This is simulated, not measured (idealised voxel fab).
Module name: voxel released beams (process module)
The width of the displayed cross-section, cut, is 300 nm; its cells are square, with a size of 5 nm.
In what follows, cross-sections appear as grids of square cells, described through bands that run from the top down, where every band is one or more rows of cells. Top, bottom (nm), then materials left to right with widths (nm); lone material tagged "throughout" fills the whole band edge to edge; "blank" = empty space. Convention: height 0 is the level below which the wafer, as received, is all one material. The lowest band does not terminate at the bottom but continues downward, represented as "0 -> down". The width entry "30 to 40" should be interpreted row by row: the top row of cells in the band takes the first number, the bottom row takes the second number, and the change between adjacent rows is uniform throughout. "changes: none" means the step left every cell of the cross-section as it was. Under "closed voids" you'll find the enclosed gaps, the ones with no way out to the top, that are 8 cells or bigger; each reads width x height at distance, with distance counted from the left edge, everything in nm. Whatever follows a step's settings on its line is a remark the simulator itself makes about that step. overlay nm: where the mask lay relative to plan, measured to the right, on steps with a mask; negatives go left. Each pair below shows a cross-section before one step and the cross-section after it, down to the lowest band that changed. The line under each pair gives the step between them, with its settings. The pairs can come from different runs of this module on the same starting wafer, so a pair continues from the pair above only where its "Pre-step snapshot" says so.
Pre-step snapshot:
- 0 -> down = Si throughout
- closed voids: none
Post-Step Cross-Section:
- 5 -> 0 = SiN throughout
- Below 0, no change.
- closed voids: none
Intermediate step for the cross-sections above: CONFORMAL_DEP, material SiN, thk nm 5
Pre-step snapshot: carried over from the after image of the pair right above.
Post-Step Cross-Section:
- 15 -> 5 = SiO2 throughout
- Below 5, no change.
- closed voids: none
Intermediate step for the cross-sections above: DIRECTIONAL_DEP, material SiO2, thk nm 10
Pre-step snapshot: carried over from the after image of the pair right above.
Post-Step Cross-Section:
- 25 -> 15 = aC throughout
- Below 15, no change.
- closed voids: none
Intermediate step for the cross-sections above: DIRECTIONAL_DEP, material aC, thk nm 10
Pre-step snapshot: carried over from the after image of the pair right above.
Post-Step Cross-Section:
- 50 -> 25 = resist 105, blank 40, resist 155
- Below 25, no change.
- closed voids: none
Intermediate step for the cross-sections above: PATTERN, tone open, mask id ANCHOR, material resist, width nm 40, thk nm 25, overlay nm 0
Pre-step snapshot: carried over from the after image of the pair right above.
Post-Step Cross-Section:
- 40 -> 25 = resist 105, blank 40, resist 155
- 25 -> 15 = aC 105, blank 40, aC 155
- Below 15, no change.
- closed voids: none
Intermediate step for the cross-sections above: DIRECTIONAL_ETCH, etch materials aC, depth nm 10
Pre-step snapshot: carried over from the after image of the pair right above.
Post-Step Cross-Section:
- 25 -> 15 = aC 105, blank 40, aC 155
- Below 15, no change.
- closed voids: none
Intermediate step for the cross-sections above: STRIP, etch materials resist
Pre-step snapshot: carried over from the after image of the pair right above.
Post-Step Cross-Section:
- 25 -> 15 = aC 105, blank 40, aC 155
- 15 -> 5 = SiO2 105, blank 40, SiO2 155
- Below 5, no change.
- closed voids: none
Intermediate step for the cross-sections above: DIRECTIONAL_ETCH, etch materials SiO2, depth nm 10
Pre-step snapshot: carried over from the after image of the pair right above.
Post-Step Cross-Section:
- 15 -> 5 = SiO2 105, blank 40, SiO2 155
- Below 5, no change.
- closed voids: none
Intermediate step for the cross-sections above: STRIP, etch materials aC
Pre-step snapshot: carried over from the after image of the pair right above.
Post-Step Cross-Section:
- 30 -> 20 = W 120, blank 10, W 170
- 20 -> 15 = W throughout
- 15 -> 5 = SiO2 105, W 40, SiO2 155
- Below 5, no change.
- closed voids: none
Intermediate step for the cross-sections above: CONFORMAL_DEP, material W, thk nm 15
Pre-step snapshot: carried over from the after image of the pair right above.
Post-Step Cross-Section:
- 45 -> 35 = aC 120, blank 10, aC 170
- 35 -> 30 = aC throughout
- 30 -> 20 = W 120, aC 10, W 170
- Below 20, no change.
- closed voids: none
Intermediate step for the cross-sections above: DIRECTIONAL_DEP, material aC, thk nm 15
Pre-step snapshot: carried over from the after image of the pair right above.
Post-Step Cross-Section:
- 75 -> 45 = blank 100, resist 90, blank 110
- 45 -> 35 = aC 120, resist 10, aC 170
- Below 35, no change.
- closed voids: none
Intermediate step for the cross-sections above: PATTERN, tone cover, mask id BEAM, material resist, width nm 90, thk nm 30, overlay nm 0
Pre-step snapshot: carried over from the after image of the pair right above.
Post-Step Cross-Section:
- 60 -> 45 = blank 100, resist 90, blank 110
- 45 -> 35 = blank 100, aC 20, resist 10, aC 60, blank 110
- 35 -> 30 = blank 100, aC 90, blank 110
- Below 30, no change.
- closed voids: none
Intermediate step for the cross-sections above: DIRECTIONAL_ETCH, etch materials aC, depth nm 15
Pre-step snapshot: carried over from the after image of the pair right above.
Post-Step Cross-Section:
- 45 -> 35 = blank 100, aC 20, blank 10, aC 60, blank 110
- Below 35, no change.
- closed voids: none
Intermediate step for the cross-sections above: STRIP, etch materials resist
Pre-step snapshot: carried over from the after image of the pair right above.
Post-Step Cross-Section:
- 45 -> 35 = blank 100, aC 20, blank 10, aC 60, blank 110
- 35 -> 30 = blank 100, aC 90, blank 110
- 30 -> 20 = blank 100, W 20, aC 10, W 60, blank 110
- 20 -> 15 = blank 100, W 90, blank 110
- Below 15, no change.
- closed voids: none
Intermediate step for the cross-sections above: DIRECTIONAL_ETCH, etch materials W, depth nm 15
Pre-step snapshot: carried over from the after image of the pair right above.
Post-Step Cross-Section:
- 30 -> 20 = blank 100, W 20, blank 10, W 60, blank 110
- Below 20, no change.
- closed voids: none
Intermediate step for the cross-sections above: STRIP, etch materials aC
Pre-step snapshot: carried over from the after image of the pair right above.
Post-Step Cross-Section:
- 30 -> 20 = blank 100, W 20, blank 10, W 60, blank 110
- 20 -> 15 = blank 100, W 90, blank 110
- 15 -> 5 = blank 105, W 40, blank 155
- Below 5, no change.
- closed voids: none
Intermediate step for the cross-sections above: STRIP, etch materials SiO2
Pre-step snapshot:
- 0 -> down = Si throughout
- closed voids: none
Post-Step Cross-Section:
- 10 -> 0 = SiO2 throughout
- Below 0, no change.
- closed voids: none
Intermediate step for the cross-sections above: DIRECTIONAL_DEP, material SiO2, thk nm 10
Pre-step snapshot: carried over from the after image of the pair right above.
Post-Step Cross-Section:
- 20 -> 10 = aC throughout
- Below 10, no change.
- closed voids: none
Intermediate step for the cross-sections above: DIRECTIONAL_DEP, material aC, thk nm 10
Pre-step snapshot: carried over from the after image of the pair right above.
Post-Step Cross-Section:
- 45 -> 20 = resist 105, blank 40, resist 155
- Below 20, no change.
- closed voids: none
Intermediate step for the cross-sections above: PATTERN, tone open, mask id ANCHOR, material resist, width nm 40, thk nm 25, overlay nm 0
Pre-step snapshot: carried over from the after image of the pair right above.
Post-Step Cross-Section:
- 35 -> 20 = resist 105, blank 40, resist 155
- 20 -> 10 = aC 105, blank 40, aC 155
- Below 10, no change.
- closed voids: none
Intermediate step for the cross-sections above: DIRECTIONAL_ETCH, etch materials aC, depth nm 10
Pre-step snapshot: carried over from the after image of the pair right above.
Post-Step Cross-Section:
- 20 -> 10 = aC 105, blank 40, aC 155
- Below 10, no change.
- closed voids: none
Intermediate step for the cross-sections above: STRIP, etch materials resist
Pre-step snapshot: carried over from the after image of the pair right above.
Post-Step Cross-Section:
- 20 -> 10 = aC 105, blank 40, aC 155
- 10 -> 0 = SiO2 105, blank 40, SiO2 155
- Below 0, no change.
- closed voids: none
Intermediate step for the cross-sections above: DIRECTIONAL_ETCH, etch materials SiO2, depth nm 10
Pre-step snapshot: carried over from the after image of the pair right above.
Post-Step Cross-Section:
- 10 -> 0 = SiO2 105, blank 40, SiO2 155
- Below 0, no change.
- closed voids: none
Intermediate step for the cross-sections above: STRIP, etch materials aC
Pre-step snapshot: carried over from the after image of the pair right above.
Post-Step Cross-Section:
- 25 -> 15 = W 120, blank 10, W 170
- 15 -> 10 = W throughout
- 10 -> 0 = SiO2 105, W 40, SiO2 155
- Below 0, no change.
- closed voids: none
Intermediate step for the cross-sections above: CONFORMAL_DEP, material W, thk nm 15
Pre-step snapshot: carried over from the after image of the pair right above.
Post-Step Cross-Section:
- 40 -> 30 = aC 120, blank 10, aC 170
- 30 -> 25 = aC throughout
- 25 -> 15 = W 120, aC 10, W 170
- Below 15, no change.
- closed voids: none
Intermediate step for the cross-sections above: DIRECTIONAL_DEP, material aC, thk nm 15
Pre-step snapshot: carried over from the after image of the pair right above.
Post-Step Cross-Section:
- 70 -> 40 = blank 100, resist 90, blank 110
- 40 -> 30 = aC 120, resist 10, aC 170
- Below 30, no change.
- closed voids: none
Intermediate step for the cross-sections above: PATTERN, tone cover, mask id BEAM, material resist, width nm 90, thk nm 30, overlay nm 0
Pre-step snapshot: carried over from the after image of the pair right above.
Post-Step Cross-Section:
- 55 -> 40 = blank 100, resist 90, blank 110
- 40 -> 30 = blank 100, aC 20, resist 10, aC 60, blank 110
- 30 -> 25 = blank 100, aC 90, blank 110
- Below 25, no change.
- closed voids: none
Intermediate step for the cross-sections above: DIRECTIONAL_ETCH, etch materials aC, depth nm 15
Pre-step snapshot: carried over from the after image of the pair right above.
Post-Step Cross-Section:
- 40 -> 30 = blank 100, aC 20, blank 10, aC 60, blank 110
- Below 30, no change.
- closed voids: none
Intermediate step for the cross-sections above: STRIP, etch materials resist
Pre-step snapshot: carried over from the after image of the pair right above.
Post-Step Cross-Section:
- 40 -> 30 = blank 100, aC 20, blank 10, aC 60, blank 110
- 30 -> 25 = blank 100, aC 90, blank 110
- 25 -> 15 = blank 100, W 20, aC 10, W 60, blank 110
- 15 -> 10 = blank 100, W 90, blank 110
- Below 10, no change.
- closed voids: none
Intermediate step for the cross-sections above: DIRECTIONAL_ETCH, etch materials W, depth nm 15
Pre-step snapshot: carried over from the after image of the pair right above.
Post-Step Cross-Section:
- 25 -> 15 = blank 100, W 20, blank 10, W 60, blank 110
- Below 15, no change.
- closed voids: none
Intermediate step for the cross-sections above: STRIP, etch materials aC
Pre-step snapshot: carried over from the after image of the pair right above.
Post-Step Cross-Section:
- 25 -> 15 = blank 100, W 20, blank 10, W 60, blank 110
- 15 -> 10 = blank 100, W 90, blank 110
- 10 -> 0 = blank 105, W 40, blank 155
- Below 0, no change.
- closed voids: none
Intermediate step for the cross-sections above: STRIP, etch materials SiO2
Pre-step snapshot:
- 30 -> 20 = W 120, blank 10, W 170
- 20 -> 15 = W throughout
- 15 -> 5 = SiO2 105, W 40, SiO2 155
- 5 -> 0 = SiN throughout
- 0 -> down = Si throughout
- closed voids: none
Post-Step Cross-Section:
- 45 -> 15 = W throughout
- Below 15, no change.
- closed voids: none
Intermediate step for the cross-sections above: CONFORMAL_DEP, material W, thk nm 15
Pre-step snapshot: carried over from the after image of the pair right above.
Post-Step Cross-Section:
- 60 -> 45 = aC throughout
- Below 45, no change.
- closed voids: none
Intermediate step for the cross-sections above: DIRECTIONAL_DEP, material aC, thk nm 15
Pre-step snapshot: carried over from the after image of the pair right above.
Post-Step Cross-Section:
- 90 -> 60 = blank 100, resist 90, blank 110
- Below 60, no change.
- closed voids: none
Intermediate step for the cross-sections above: PATTERN, tone cover, mask id BEAM, material resist, width nm 90, thk nm 30, overlay nm 0
Pre-step snapshot: carried over from the after image of the pair right above.
Post-Step Cross-Section:
- 75 -> 60 = blank 100, resist 90, blank 110
- 60 -> 45 = blank 100, aC 90, blank 110
- Below 45, no change.
- closed voids: none
Intermediate step for the cross-sections above: DIRECTIONAL_ETCH, etch materials aC, depth nm 15
Pre-step snapshot: carried over from the after image of the pair right above.
Post-Step Cross-Section:
- 60 -> 45 = blank 100, aC 90, blank 110
- Below 45, no change.
- closed voids: none
Intermediate step for the cross-sections above: STRIP, etch materials resist
Pre-step snapshot: carried over from the after image of the pair right above.
Post-Step Cross-Section:
- 60 -> 45 = blank 100, aC 90, blank 110
- 45 -> 30 = blank 100, W 90, blank 110
- Below 30, no change.
- closed voids: none
Intermediate step for the cross-sections above: DIRECTIONAL_ETCH, etch materials W, depth nm 15
Pre-step snapshot: carried over from the after image of the pair right above.
Post-Step Cross-Section:
- 45 -> 30 = blank 100, W 90, blank 110
- Below 30, no change.
- closed voids: none
Intermediate step for the cross-sections above: STRIP, etch materials aC
Pre-step snapshot:
- 10 -> 0 = SiO2 throughout
- 0 -> down = Si throughout
- closed voids: none
Post-Step Cross-Section:
- 15 -> 10 = SiN throughout
- Below 10, no change.
- closed voids: none
Intermediate step for the cross-sections above: CONFORMAL_DEP, material SiN, thk nm 5
Pre-step snapshot: carried over from the after image of the pair right above.
Post-Step Cross-Section:
- 25 -> 15 = aC throughout
- Below 15, no change.
- closed voids: none
Intermediate step for the cross-sections above: DIRECTIONAL_DEP, material aC, thk nm 10
Pre-step snapshot: carried over from the after image of the pair right above.
Post-Step Cross-Section:
- 50 -> 25 = resist 105, blank 40, resist 155
- Below 25, no change.
- closed voids: none
Intermediate step for the cross-sections above: PATTERN, tone open, mask id ANCHOR, material resist, width nm 40, thk nm 25, overlay nm 0
Pre-step snapshot: carried over from the after image of the pair right above.
Post-Step Cross-Section:
- 40 -> 25 = resist 105, blank 40, resist 155
- 25 -> 15 = aC 105, blank 40, aC 155
- Below 15, no change.
- closed voids: none
Intermediate step for the cross-sections above: DIRECTIONAL_ETCH, etch materials aC, depth nm 10
Pre-step snapshot: carried over from the after image of the pair right above.
Post-Step Cross-Section:
- 25 -> 15 = aC 105, blank 40, aC 155
- Below 15, no change.
- closed voids: none
Intermediate step for the cross-sections above: STRIP, etch materials resist
Pre-step snapshot: carried over from the after image of the pair right above.
Post-Step Cross-Section:
- 15 -> 10 = SiN throughout
- Below 10, no change.
- closed voids: none
Intermediate step for the cross-sections above: STRIP, etch materials aC
Pre-step snapshot: carried over from the after image of the pair right above.
Post-Step Cross-Section:
- 30 -> 15 = W throughout
- Below 15, no change.
- closed voids: none
Intermediate step for the cross-sections above: CONFORMAL_DEP, material W, thk nm 15
Pre-step snapshot: carried over from the after image of the pair right above.
Post-Step Cross-Section:
- 45 -> 30 = aC throughout
- Below 30, no change.
- closed voids: none
Intermediate step for the cross-sections above: DIRECTIONAL_DEP, material aC, thk nm 15
Pre-step snapshot: carried over from the after image of the pair right above.
Post-Step Cross-Section:
- 75 -> 45 = blank 100, resist 90, blank 110
- Below 45, no change.
- closed voids: none
Intermediate step for the cross-sections above: PATTERN, tone cover, mask id BEAM, material resist, width nm 90, thk nm 30, overlay nm 0
Pre-step snapshot: carried over from the after image of the pair right above.
Post-Step Cross-Section:
- 60 -> 45 = blank 100, resist 90, blank 110
- 45 -> 30 = blank 100, aC 90, blank 110
- Below 30, no change.
- closed voids: none
Intermediate step for the cross-sections above: DIRECTIONAL_ETCH, etch materials aC, depth nm 15
Pre-step snapshot: carried over from the after image of the pair right above.
Post-Step Cross-Section:
- 45 -> 30 = blank 100, aC 90, blank 110
- Below 30, no change.
- closed voids: none
Intermediate step for the cross-sections above: STRIP, etch materials resist
Pre-step snapshot: carried over from the after image of the pair right above.
Post-Step Cross-Section:
- 45 -> 30 = blank 100, aC 90, blank 110
- 30 -> 15 = blank 100, W 90, blank 110
- Below 15, no change.
- closed voids: none
Intermediate step for the cross-sections above: DIRECTIONAL_ETCH, etch materials W, depth nm 15
Pre-step snapshot: carried over from the after image of the pair right above.
Post-Step Cross-Section:
- 30 -> 15 = blank 100, W 90, blank 110
- Below 15, no change.
- closed voids: none
Intermediate step for the cross-sections above: STRIP, etch materials aC
Pre-step snapshot:
- 45 -> 35 = blank 100, aC 20, blank 10, aC 60, blank 110
- 35 -> 30 = blank 100, aC 90, blank 110
- 30 -> 20 = W 120, aC 10, W 170
- 20 -> 15 = W throughout
- 15 -> 5 = SiO2 105, W 40, SiO2 155
- 5 -> 0 = SiN throughout
- 0 -> down = Si throughout
- closed voids: none
Post-Step Cross-Section:
- 45 -> 35 = blank 100, aC 20, blank 10, aC 60, blank 110
- 35 -> 30 = blank 100, aC 90, blank 110
- 30 -> 25 = blank 100, W 20, aC 10, W 60, blank 110
- Below 25, no change.
- closed voids: none
Intermediate step for the cross-sections above: DIRECTIONAL_ETCH, etch materials W, depth nm 5
Pre-step snapshot: carried over from the after image of the pair right above.
Post-Step Cross-Section:
- 30 -> 25 = blank 100, W 20, blank 10, W 60, blank 110
- 25 -> 20 = W 120, blank 10, W 170
- Below 20, no change.
- closed voids: none
Intermediate step for the cross-sections above: STRIP, etch materials aC
Pre-step snapshot:
- 25 -> 15 = aC throughout
- 15 -> 5 = SiO2 throughout
- 5 -> 0 = SiN throughout
- 0 -> down = Si throughout
- closed voids: none
Post-Step Cross-Section:
- 50 -> 25 = resist 100, blank 50, resist 150
- Below 25, no change.
- closed voids: none
Intermediate step for the cross-sections above: PATTERN, tone open, mask id ANCHOR, material resist, width nm 50, thk nm 25, overlay nm 0
Pre-step snapshot: carried over from the after image of the pair right above.
Post-Step Cross-Section:
- 40 -> 25 = resist 100, blank 50, resist 150
- 25 -> 15 = aC 100, blank 50, aC 150
- Below 15, no change.
- closed voids: none
Intermediate step for the cross-sections above: DIRECTIONAL_ETCH, etch materials aC, depth nm 10
Pre-step snapshot: carried over from the after image of the pair right above.
Post-Step Cross-Section:
- 25 -> 15 = aC 100, blank 50, aC 150
- Below 15, no change.
- closed voids: none
Intermediate step for the cross-sections above: STRIP, etch materials resist
Pre-step snapshot: carried over from the after image of the pair right above.
Post-Step Cross-Section:
- 25 -> 15 = aC 100, blank 50, aC 150
- 15 -> 5 = SiO2 100, blank 50, SiO2 150
- Below 5, no change.
- closed voids: none
Intermediate step for the cross-sections above: DIRECTIONAL_ETCH, etch materials SiO2, depth nm 10
Pre-step snapshot: carried over from the after image of the pair right above.
Post-Step Cross-Section:
- 15 -> 5 = SiO2 100, blank 50, SiO2 150
- Below 5, no change.
- closed voids: none
Intermediate step for the cross-sections above: STRIP, etch materials aC
Pre-step snapshot: carried over from the after image of the pair right above.
Post-Step Cross-Section:
- 30 -> 20 = W 115, blank 20, W 165
- 20 -> 15 = W throughout
- 15 -> 5 = SiO2 100, W 50, SiO2 150
- Below 5, no change.
- closed voids: none
Intermediate step for the cross-sections above: CONFORMAL_DEP, material W, thk nm 15
Pre-step snapshot: carried over from the after image of the pair right above.
Post-Step Cross-Section:
- 45 -> 35 = aC 115, blank 20, aC 165
- 35 -> 30 = aC throughout
- 30 -> 20 = W 115, aC 20, W 165
- Below 20, no change.
- closed voids: none
Intermediate step for the cross-sections above: DIRECTIONAL_DEP, material aC, thk nm 15
Pre-step snapshot: carried over from the after image of the pair right above.
Post-Step Cross-Section:
- 75 -> 45 = blank 100, resist 90, blank 110
- 45 -> 35 = aC 115, resist 20, aC 165
- Below 35, no change.
- closed voids: none
Intermediate step for the cross-sections above: PATTERN, tone cover, mask id BEAM, material resist, width nm 90, thk nm 30, overlay nm 0
Pre-step snapshot: carried over from the after image of the pair right above.
Post-Step Cross-Section:
- 60 -> 45 = blank 100, resist 90, blank 110
- 45 -> 35 = blank 100, aC 15, resist 20, aC 55, blank 110
- 35 -> 30 = blank 100, aC 90, blank 110
- Below 30, no change.
- closed voids: none
Intermediate step for the cross-sections above: DIRECTIONAL_ETCH, etch materials aC, depth nm 15
Pre-step snapshot: carried over from the after image of the pair right above.
Post-Step Cross-Section:
- 45 -> 35 = blank 100, aC 15, blank 20, aC 55, blank 110
- Below 35, no change.
- closed voids: none
Intermediate step for the cross-sections above: STRIP, etch materials resist
Pre-step snapshot: carried over from the after image of the pair right above.
Post-Step Cross-Section:
- 45 -> 35 = blank 100, aC 15, blank 20, aC 55, blank 110
- 35 -> 30 = blank 100, aC 90, blank 110
- 30 -> 20 = blank 100, W 15, aC 20, W 55, blank 110
- 20 -> 15 = blank 100, W 90, blank 110
- Below 15, no change.
- closed voids: none
Intermediate step for the cross-sections above: DIRECTIONAL_ETCH, etch materials W, depth nm 15
Pre-step snapshot: carried over from the after image of the pair right above.
Post-Step Cross-Section:
- 30 -> 20 = blank 100, W 15, blank 20, W 55, blank 110
- Below 20, no change.
- closed voids: none
Intermediate step for the cross-sections above: STRIP, etch materials aC
Pre-step snapshot: carried over from the after image of the pair right above.
Post-Step Cross-Section:
- 30 -> 20 = blank 100, W 15, blank 20, W 55, blank 110
- 20 -> 15 = blank 100, W 90, blank 110
- 15 -> 5 = blank 100, W 50, blank 150
- Below 5, no change.
- closed voids: none
Intermediate step for the cross-sections above: STRIP, etch materials SiO2
Pre-step snapshot:
- 25 -> 15 = aC throughout
- 15 -> 5 = SiO2 throughout
- 5 -> 0 = SiN throughout
- 0 -> down = Si throughout
- closed voids: none
Post-Step Cross-Section:
- 50 -> 25 = resist 95, blank 40, resist 165
- Below 25, no change.
- closed voids: none
Intermediate step for the cross-sections above: PATTERN, tone open, mask id ANCHOR, material resist, width nm 40, thk nm 25, overlay nm -10
Pre-step snapshot: carried over from the after image of the pair right above.
Post-Step Cross-Section:
- 40 -> 25 = resist 95, blank 40, resist 165
- 25 -> 15 = aC 95, blank 40, aC 165
- Below 15, no change.
- closed voids: none
Intermediate step for the cross-sections above: DIRECTIONAL_ETCH, etch materials aC, depth nm 10
Pre-step snapshot: carried over from the after image of the pair right above.
Post-Step Cross-Section:
- 25 -> 15 = aC 95, blank 40, aC 165
- Below 15, no change.
- closed voids: none
Intermediate step for the cross-sections above: STRIP, etch materials resist
Pre-step snapshot: carried over from the after image of the pair right above.
Post-Step Cross-Section:
- 25 -> 15 = aC 95, blank 40, aC 165
- 15 -> 5 = SiO2 95, blank 40, SiO2 165
- Below 5, no change.
- closed voids: none
Intermediate step for the cross-sections above: DIRECTIONAL_ETCH, etch materials SiO2, depth nm 10
Pre-step snapshot: carried over from the after image of the pair right above.
Post-Step Cross-Section:
- 15 -> 5 = SiO2 95, blank 40, SiO2 165
- Below 5, no change.
- closed voids: none
Intermediate step for the cross-sections above: STRIP, etch materials aC
Pre-step snapshot: carried over from the after image of the pair right above.
Post-Step Cross-Section:
- 30 -> 20 = W 110, blank 10, W 180
- 20 -> 15 = W throughout
- 15 -> 5 = SiO2 95, W 40, SiO2 165
- Below 5, no change.
- closed voids: none
Intermediate step for the cross-sections above: CONFORMAL_DEP, material W, thk nm 15
Pre-step snapshot: carried over from the after image of the pair right above.
Post-Step Cross-Section:
- 45 -> 35 = aC 110, blank 10, aC 180
- 35 -> 30 = aC throughout
- 30 -> 20 = W 110, aC 10, W 180
- Below 20, no change.
- closed voids: none
Intermediate step for the cross-sections above: DIRECTIONAL_DEP, material aC, thk nm 15
Pre-step snapshot: carried over from the after image of the pair right above.
Post-Step Cross-Section:
- 75 -> 45 = blank 100, resist 90, blank 110
- 45 -> 35 = aC 110, resist 10, aC 180
- Below 35, no change.
- closed voids: none
Intermediate step for the cross-sections above: PATTERN, tone cover, mask id BEAM, material resist, width nm 90, thk nm 30, overlay nm 0
Pre-step snapshot: carried over from the after image of the pair right above.
Post-Step Cross-Section:
- 60 -> 45 = blank 100, resist 90, blank 110
- 45 -> 35 = blank 100, aC 10, resist 10, aC 70, blank 110
- 35 -> 30 = blank 100, aC 90, blank 110
- Below 30, no change.
- closed voids: none
Intermediate step for the cross-sections above: DIRECTIONAL_ETCH, etch materials aC, depth nm 15
Pre-step snapshot: carried over from the after image of the pair right above.
Post-Step Cross-Section:
- 45 -> 35 = blank 100, aC 10, blank 10, aC 70, blank 110
- Below 35, no change.
- closed voids: none
Intermediate step for the cross-sections above: STRIP, etch materials resist
Pre-step snapshot: carried over from the after image of the pair right above.
Post-Step Cross-Section:
- 45 -> 35 = blank 100, aC 10, blank 10, aC 70, blank 110
- 35 -> 30 = blank 100, aC 90, blank 110
- 30 -> 20 = blank 100, W 10, aC 10, W 70, blank 110
- 20 -> 15 = blank 100, W 90, blank 110
- Below 15, no change.
- closed voids: none
Intermediate step for the cross-sections above: DIRECTIONAL_ETCH, etch materials W, depth nm 15
Pre-step snapshot: carried over from the after image of the pair right above.
Post-Step Cross-Section:
- 30 -> 20 = blank 100, W 10, blank 10, W 70, blank 110
- Below 20, no change.
- closed voids: none
Intermediate step for the cross-sections above: STRIP, etch materials aC
Pre-step snapshot: carried over from the after image of the pair right above.
Post-Step Cross-Section:
- 30 -> 20 = blank 100, W 10, blank 10, W 70, blank 110
- 20 -> 15 = blank 100, W 90, blank 110
- 15 -> 5 = blank 95, W 40, blank 165
- Below 5, no change.
- closed voids: none
Intermediate step for the cross-sections above: STRIP, etch materials SiO2
Pre-step snapshot:
- 30 -> 20 = blank 100, W 20, blank 10, W 60, blank 110
- 20 -> 15 = blank 100, W 90, blank 110
- 15 -> 5 = SiO2 105, W 40, SiO2 155
- 5 -> 0 = SiN throughout
- 0 -> down = Si throughout
- closed voids: none
Post-Step Cross-Section:
- 15 -> 5 = SiO2 105, blank 40, SiO2 155
- Below 5, no change.
- closed voids: none
Intermediate step for the cross-sections above: STRIP, etch materials W
Pre-step snapshot:
- 25 -> 15 = aC throughout
- 15 -> 5 = SiO2 throughout
- 5 -> 0 = SiN throughout
- 0 -> down = Si throughout
- closed voids: none
Post-Step Cross-Section:
- 50 -> 25 = blank 105, resist 40, blank 155
- Below 25, no change.
- closed voids: none
Intermediate step for the cross-sections above: PATTERN, tone cover, mask id ANCHOR, material resist, width nm 40, thk nm 25, overlay nm 0
Pre-step snapshot: carried over from the after image of the pair right above.
Post-Step Cross-Section:
- 40 -> 25 = blank 105, resist 40, blank 155
- 25 -> 15 = blank 105, aC 40, blank 155
- Below 15, no change.
- closed voids: none
Intermediate step for the cross-sections above: DIRECTIONAL_ETCH, etch materials aC, depth nm 10
Pre-step snapshot: carried over from the after image of the pair right above.
Post-Step Cross-Section:
- 25 -> 15 = blank 105, aC 40, blank 155
- Below 15, no change.
- closed voids: none
Intermediate step for the cross-sections above: STRIP, etch materials resist
Pre-step snapshot: carried over from the after image of the pair right above.
Post-Step Cross-Section:
- 25 -> 15 = blank 105, aC 40, blank 155
- 15 -> 5 = blank 105, SiO2 40, blank 155
- Below 5, no change.
- closed voids: none
Intermediate step for the cross-sections above: DIRECTIONAL_ETCH, etch materials SiO2, depth nm 10
Pre-step snapshot: carried over from the after image of the pair right above.
Post-Step Cross-Section:
- 15 -> 5 = blank 105, SiO2 40, blank 155
- Below 5, no change.
- closed voids: none
Intermediate step for the cross-sections above: STRIP, etch materials aC
Pre-step snapshot: carried over from the after image of the pair right above.
Post-Step Cross-Section:
- 30 -> 20 = blank 90, W 70, blank 140
- 20 -> 15 = W throughout
- 15 -> 5 = W 105, SiO2 40, W 155
- Below 5, no change.
- closed voids: none
Intermediate step for the cross-sections above: CONFORMAL_DEP, material W, thk nm 15
Pre-step snapshot: carried over from the after image of the pair right above.
Post-Step Cross-Section:
- 45 -> 35 = blank 90, aC 70, blank 140
- 35 -> 30 = aC throughout
- 30 -> 20 = aC 90, W 70, aC 140
- Below 20, no change.
- closed voids: none
Intermediate step for the cross-sections above: DIRECTIONAL_DEP, material aC, thk nm 15
Pre-step snapshot: carried over from the after image of the pair right above.
Post-Step Cross-Section:
- 75 -> 45 = blank 100, resist 90, blank 110
- 45 -> 35 = blank 90, aC 70, resist 30, blank 110
- Below 35, no change.
- closed voids: none
Intermediate step for the cross-sections above: PATTERN, tone cover, mask id BEAM, material resist, width nm 90, thk nm 30, overlay nm 0
Pre-step snapshot: carried over from the after image of the pair right above.
Post-Step Cross-Section:
- 60 -> 45 = blank 100, resist 90, blank 110
- 45 -> 35 = blank 100, aC 60, resist 30, blank 110
- 35 -> 30 = blank 100, aC 90, blank 110
- 30 -> 20 = blank 90, W 70, aC 30, blank 110
- Below 20, no change.
- closed voids: none
Intermediate step for the cross-sections above: DIRECTIONAL_ETCH, etch materials aC, depth nm 15
Pre-step snapshot: carried over from the after image of the pair right above.
Post-Step Cross-Section:
- 45 -> 35 = blank 100, aC 60, blank 140
- Below 35, no change.
- closed voids: none
Intermediate step for the cross-sections above: STRIP, etch materials resist
Pre-step snapshot: carried over from the after image of the pair right above.
Post-Step Cross-Section:
- 45 -> 35 = blank 100, aC 60, blank 140
- 35 -> 30 = blank 100, aC 90, blank 110
- 30 -> 20 = blank 100, W 60, aC 30, blank 110
- 20 -> 15 = blank 100, W 90, blank 110
- 15 -> 5 = blank 90, W 15, SiO2 40, W 45, blank 110
- Below 5, no change.
- closed voids: none
Intermediate step for the cross-sections above: DIRECTIONAL_ETCH, etch materials W, depth nm 15
Pre-step snapshot: carried over from the after image of the pair right above.
Post-Step Cross-Section:
- 30 -> 20 = blank 100, W 60, blank 140
- Below 20, no change.
- closed voids: none
Intermediate step for the cross-sections above: STRIP, etch materials aC
